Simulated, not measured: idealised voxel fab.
A process module follows: voxel air gaps.
Square cells of 5 nm make up the cross-section cut, whose width is 215 nm.
Cross-section = grid of square cells, listed top down in bands; band = one or more rows.
First you get the band's top height and its bottom height, in nm, and then the materials it's made of, left to right, with each width in nm. If you see a single material with "everywhere", that one covers the band edge to edge. "empty" is empty space.
The level at which height equals 0 is the one under which the wafer, as it arrives, is entirely one material. No lower edge exists for the bottom band, which continues downward and is notated as in "0 and below".
Width "30 to 40": first value at the band's top row of cells, second value at its bottom row, equal change from row to row.
"all unchanged" means the step left every cell of the cross-section as it was.
Reported under the label "Non-vented voids" are the empty spaces having no open way to the top and comprising 8 cells or more; the notation for each is width x height at distance, in which the distance is measured from the left edge and all three values are in nm.
Where a step's line continues beyond its settings, the continuation is a remark by the simulator itself on that step.
overlay nm: for a step with a mask, the amount by which the mask lay right of where it was planned; a negative amount means left of it.

So here's the lineup of process steps we planned:
1) RECEIVE: material Si
2) CONFORMAL_DEP: material SiO2, thk nm 10
3) CONFORMAL_DEP: material SiN, thk nm 5
4) DIRECTIONAL_DEP: material SiO2, thk nm 40
5) DIRECTIONAL_DEP: material aC, thk nm 10
6) PATTERN: tone open, mask id LINES, material resist, width nm 20, pitch nm 45, thk nm 25, overlay nm 0
7) DIRECTIONAL_ETCH: etch materials aC, depth nm 10
8) STRIP: etch materials resist
9) DIRECTIONAL_ETCH: etch materials SiO2, depth nm 40
10) STRIP: etch materials aC
11) CONFORMAL_DEP: material TiN, thk nm 5
12) FILL_DEP: material Ru, thk nm 5
13) CMP: height nm 55
14) EPI: material Ru, thk nm 10
15) SELECTIVE_ETCH: etch materials SiO2, depth nm 50
16) CONFORMAL_DEP: material SiN, thk nm 5

Incoming wafer, cross-sectional view, post step 1:
0 and below  Si everywhere
Non-vented voids: none

Starting structure and process plan are as shown above, but one mistake was made in running the module; the wafer cross-section at the end of the module follows:
60 down to 50  SiN everywhere
50 down to 0  SiO2 everywhere
0 and below  Si everywhere
Non-vented voids: none
What was the processing mistake? the run placed steps 3 and 4 each in the position the plan gave to the other
